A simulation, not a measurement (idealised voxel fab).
The process module presented herein is designated voxel air gaps.
Xsec cut, 215 nm wide, square cell size 5 nm.
Cross-section spec: square-cell grid; bands listed top down; each band is one or more rows. First you get the band's top height and its bottom height, in nm, and then the materials it's made of, left to right, with each width in nm. If you see a single material with "throughout", that one covers the band edge to edge. "air" is empty space. Counting heights begins at 0, where everything beneath is, in the wafer as received, one material. The lowest band has no bottom; it goes on downwards, as "z 0 and below" shows. Quick explanation for "30..40": the width changes in equal steps down the rows of cells, from the first number in the band's top row to the second number in its bottom row. "remained unchanged" -> step changed no cross-section cell. Heads up: "Enclosed void inventory" only lists the empty pockets with no open path to the top that are 8 cells or more, and it writes them as width x height at distance, distance from the left edge, in nm. Read whatever lies past the settings on a step's line as the simulator's own remark about the step. On any step carrying a mask, the "overlay nm" setting, if present on the step's line, tells how far right of its planned place the mask lay; negative values point to the left.
# The steps planned for the process are as follows
1 RECEIVE,material Si
2 CONFORMAL_DEP,material SiO2,thk nm 15
3 CONFORMAL_DEP,material SiCN,thk nm 5
4 DIRECTIONAL_DEP,material SiO2,thk nm 35
5 DIRECTIONAL_DEP,material aC,thk nm 15
6 PATTERN,tone open,mask id LINES,material resist,width nm 25,pitch nm 50,thk nm 30,overlay nm 0
7 DIRECTIONAL_ETCH,etch materials aC,depth nm 15
8 STRIP,etch materials resist
9 DIRECTIONAL_ETCH,etch materials SiO2,depth nm 35
10 STRIP,etch materials aC
11 CONFORMAL_DEP,material TiN,thk nm 5
12 FILL_DEP,material W,thk nm 5
13 CMP,height nm 55
14 EPI,material Ru,thk nm 10
15 SELECTIVE_ETCH,etch materials SiO2,depth nm 45
16 CONFORMAL_DEP,material SiCN,thk nm 5
# On the first of the two wafers: run conducted according to plan
# Here's what the wafer looked like in cross-section when it arrived - that's after step 1
* z 0 and below: Si throughout
* Enclosed void inventory: none
# Once step 2 is through, the wafer looks like this in cross-section
* z 15 to 0: SiO2 throughout
* No changes below 0.
# Once step 3 is through, the wafer looks like this in cross-section
* z 20 to 15: SiCN throughout
* No changes below 15.
# Once step 4 is through, the wafer looks like this in cross-section
* z 55 to 20: SiO2 throughout
* No changes below 20.
# Once step 5 is through, the wafer looks like this in cross-section
* z 70 to 55: aC throughout
* No changes below 55.
# Once step 6 is through, the wafer looks like this in cross-section
* z 100 to 70: 45 nm resist  25 nm air  25 nm resist  25 nm air  25 nm resist  25 nm air  45 nm resist
* No changes below 70.
# Once step 7 is through, the wafer looks like this in cross-section
* z 85 to 70: 45 nm resist  25 nm air  25 nm resist  25 nm air  25 nm resist  25 nm air  45 nm resist
* z 70 to 55: 45 nm aC  25 nm air  25 nm aC  25 nm air  25 nm aC  25 nm air  45 nm aC
* No changes below 55.
# Once step 8 is through, the wafer looks like this in cross-section
* z 70 to 55: 45 nm aC  25 nm air  25 nm aC  25 nm air  25 nm aC  25 nm air  45 nm aC
* No changes below 55.
# Once step 9 is through, the wafer looks like this in cross-section
* z 70 to 55: 45 nm aC  25 nm air  25 nm aC  25 nm air  25 nm aC  25 nm air  45 nm aC
* z 55 to 20: 45 nm SiO2  25 nm air  25 nm SiO2  25 nm air  25 nm SiO2  25 nm air  45 nm SiO2
* No changes below 20.
# Once step 10 is through, the wafer looks like this in cross-section
* z 55 to 20: 45 nm SiO2  25 nm air  25 nm SiO2  25 nm air  25 nm SiO2  25 nm air  45 nm SiO2
* No changes below 20.
# Once step 11 is through, the wafer looks like this in cross-section
* z 60 to 55: 50 nm TiN  15 nm air  35 nm TiN  15 nm air  35 nm TiN  15 nm air  50 nm TiN
* z 55 to 25: 45 nm SiO2  5 nm TiN  15 nm air  5 nm TiN  25 nm SiO2  5 nm TiN  15 nm air  5 nm TiN  25 nm SiO2  5 nm TiN  15 nm air  5 nm TiN  45 nm SiO2
* z 25 to 20: 45 nm SiO2  25 nm TiN  25 nm SiO2  25 nm TiN  25 nm SiO2  25 nm TiN  45 nm SiO2
* No changes below 20.
# Once step 12 is through, the wafer looks like this in cross-section
* z 65 to 60: W throughout
* z 60 to 55: 50 nm TiN  15 nm W  35 nm TiN  15 nm W  35 nm TiN  15 nm W  50 nm TiN
* z 55 to 25: 45 nm SiO2  5 nm TiN  15 nm W  5 nm TiN  25 nm SiO2  5 nm TiN  15 nm W  5 nm TiN  25 nm SiO2  5 nm TiN  15 nm W  5 nm TiN  45 nm SiO2
* No changes below 25.
# Once step 13 is through, the wafer looks like this in cross-section
* z 55 to 25: 45 nm SiO2  5 nm TiN  15 nm W  5 nm TiN  25 nm SiO2  5 nm TiN  15 nm W  5 nm TiN  25 nm SiO2  5 nm TiN  15 nm W  5 nm TiN  45 nm SiO2
* No changes below 25.
# Once step 14 is through, the wafer looks like this in cross-section
* z 65 to 55: 35 nm air  45 nm Ru  5 nm air  45 nm Ru  5 nm air  45 nm Ru  35 nm air
* No changes below 55.
# Once step 15 is through, the wafer looks like this in cross-section
* z 65 to 55: 35 nm air  45 nm Ru  5 nm air  45 nm Ru  5 nm air  45 nm Ru  35 nm air
* z 55 to 25: 45 nm air  5 nm TiN  15 nm W  5 nm TiN  25 nm air  5 nm TiN  15 nm W  5 nm TiN  25 nm air  5 nm TiN  15 nm W  5 nm TiN  45 nm air
* z 25 to 20: 45 nm air  25 nm TiN  25 nm air  25 nm TiN  25 nm air  25 nm TiN  45 nm air
* No changes below 20.
# Once step 16 is through, the wafer looks like this in cross-section
* z 70 to 65: 30 nm air  155 nm SiCN  30 nm air
* z 65 to 55: 30 nm air  5 nm SiCN  45 nm Ru  5 nm SiCN  45 nm Ru  5 nm SiCN  45 nm Ru  5 nm SiCN  30 nm air
* z 55 to 50: 30 nm air  15 nm SiCN  5 nm TiN  15 nm W  5 nm TiN  25 nm SiCN  5 nm TiN  15 nm W  5 nm TiN  25 nm SiCN  5 nm TiN  15 nm W  5 nm TiN  15 nm SiCN  30 nm air
* z 50 to 25: 40 nm air  5 nm SiCN  5 nm TiN  15 nm W  5 nm TiN  5 nm SiCN  15 nm air  5 nm SiCN  5 nm TiN  15 nm W  5 nm TiN  5 nm SiCN  15 nm air  5 nm SiCN  5 nm TiN  15 nm W  5 nm TiN  5 nm SiCN  40 nm air
* z 25 to 20: 45 nm SiCN  25 nm TiN  25 nm SiCN  25 nm TiN  25 nm SiCN  25 nm TiN  45 nm SiCN
* No changes below 20.
* Enclosed void inventory: 15 x 25 at 75; 15 x 25 at 125
# The second wafer was prepared from the same starting point and under the same plan as the first; its processing contained one mistake, and it remains indistinguishable from the first wafer up to and including step 1
# What the second wafer looks like in cross-section when step 2 should have wrapped up
* z 30 to 0: SiO2 throughout
* No changes below 0.
# What the second wafer looks like in cross-section when step 3 should have wrapped up
* z 35 to 30: SiCN throughout
* No changes below 30.
# What the second wafer looks like in cross-section when step 4 should have wrapped up
* z 70 to 35: SiO2 throughout
* No changes below 35.
# What the second wafer looks like in cross-section when step 5 should have wrapped up
* z 85 to 70: aC throughout
* No changes below 70.
# What the second wafer looks like in cross-section when step 6 should have wrapped up
* z 115 to 85: 45 nm resist  25 nm air  25 nm resist  25 nm air  25 nm resist  25 nm air  45 nm resist
* No changes below 85.
# What the second wafer looks like in cross-section when step 7 should have wrapped up
* z 100 to 85: 45 nm resist  25 nm air  25 nm resist  25 nm air  25 nm resist  25 nm air  45 nm resist
* z 85 to 70: 45 nm aC  25 nm air  25 nm aC  25 nm air  25 nm aC  25 nm air  45 nm aC
* No changes below 70.
# What the second wafer looks like in cross-section when step 8 should have wrapped up
* z 85 to 70: 45 nm aC  25 nm air  25 nm aC  25 nm air  25 nm aC  25 nm air  45 nm aC
* No changes below 70.
# What the second wafer looks like in cross-section when step 9 should have wrapped up
* z 85 to 70: 45 nm aC  25 nm air  25 nm aC  25 nm air  25 nm aC  25 nm air  45 nm aC
* z 70 to 35: 45 nm SiO2  25 nm air  25 nm SiO2  25 nm air  25 nm SiO2  25 nm air  45 nm SiO2
* No changes below 35.
# What the second wafer looks like in cross-section when step 10 should have wrapped up
* z 70 to 35: 45 nm SiO2  25 nm air  25 nm SiO2  25 nm air  25 nm SiO2  25 nm air  45 nm SiO2
* No changes below 35.
# What the second wafer looks like in cross-section when step 11 should have wrapped up
* z 75 to 70: 50 nm TiN  15 nm air  35 nm TiN  15 nm air  35 nm TiN  15 nm air  50 nm TiN
* z 70 to 40: 45 nm SiO2  5 nm TiN  15 nm air  5 nm TiN  25 nm SiO2  5 nm TiN  15 nm air  5 nm TiN  25 nm SiO2  5 nm TiN  15 nm air  5 nm TiN  45 nm SiO2
* z 40 to 35: 45 nm SiO2  25 nm TiN  25 nm SiO2  25 nm TiN  25 nm SiO2  25 nm TiN  45 nm SiO2
* No changes below 35.
# What the second wafer looks like in cross-section when step 12 should have wrapped up
* z 80 to 75: W throughout
* z 75 to 70: 50 nm TiN  15 nm W  35 nm TiN  15 nm W  35 nm TiN  15 nm W  50 nm TiN
* z 70 to 40: 45 nm SiO2  5 nm TiN  15 nm W  5 nm TiN  25 nm SiO2  5 nm TiN  15 nm W  5 nm TiN  25 nm SiO2  5 nm TiN  15 nm W  5 nm TiN  45 nm SiO2
* No changes below 40.
# What the second wafer looks like in cross-section when step 13 should have wrapped up
* z 55 to 40: 45 nm SiO2  5 nm TiN  15 nm W  5 nm TiN  25 nm SiO2  5 nm TiN  15 nm W  5 nm TiN  25 nm SiO2  5 nm TiN  15 nm W  5 nm TiN  45 nm SiO2
* No changes below 40.
# What the second wafer looks like in cross-section when step 14 should have wrapped up
* z 65 to 55: 35 nm air  45 nm Ru  5 nm air  45 nm Ru  5 nm air  45 nm Ru  35 nm air
* No changes below 55.
# What the second wafer looks like in cross-section when step 15 should have wrapped up
* z 65 to 55: 35 nm air  45 nm Ru  5 nm air  45 nm Ru  5 nm air  45 nm Ru  35 nm air
* z 55 to 40: 45 nm air  5 nm TiN  15 nm W  5 nm TiN  25 nm air  5 nm TiN  15 nm W  5 nm TiN  25 nm air  5 nm TiN  15 nm W  5 nm TiN  45 nm air
* z 40 to 35: 45 nm air  25 nm TiN  25 nm air  25 nm TiN  25 nm air  25 nm TiN  45 nm air
* No changes below 35.
# What the second wafer looks like in cross-section when step 16 should have wrapped up
* z 70 to 65: 30 nm air  155 nm SiCN  30 nm air
* z 65 to 55: 30 nm air  5 nm SiCN  45 nm Ru  5 nm SiCN  45 nm Ru  5 nm SiCN  45 nm Ru  5 nm SiCN  30 nm air
* z 55 to 50: 30 nm air  15 nm SiCN  5 nm TiN  15 nm W  5 nm TiN  25 nm SiCN  5 nm TiN  15 nm W  5 nm TiN  25 nm SiCN  5 nm TiN  15 nm W  5 nm TiN  15 nm SiCN  30 nm air
* z 50 to 40: 40 nm air  5 nm SiCN  5 nm TiN  15 nm W  5 nm TiN  5 nm SiCN  15 nm air  5 nm SiCN  5 nm TiN  15 nm W  5 nm TiN  5 nm SiCN  15 nm air  5 nm SiCN  5 nm TiN  15 nm W  5 nm TiN  5 nm SiCN  40 nm air
* z 40 to 35: 45 nm SiCN  25 nm TiN  25 nm SiCN  25 nm TiN  25 nm SiCN  25 nm TiN  45 nm SiCN
* No changes below 35.
Short version of what went wrong: execution of plan step 2 occurred twice
In the final state, the cell counts of the second wafer exceed or fall short of those of the first for the following materials: -18 SiCN, +129 SiO2, -18 TiN, -27 W
Upon completion, the first wafer exhibits 2 closed voids and the second wafer exhibits 0.
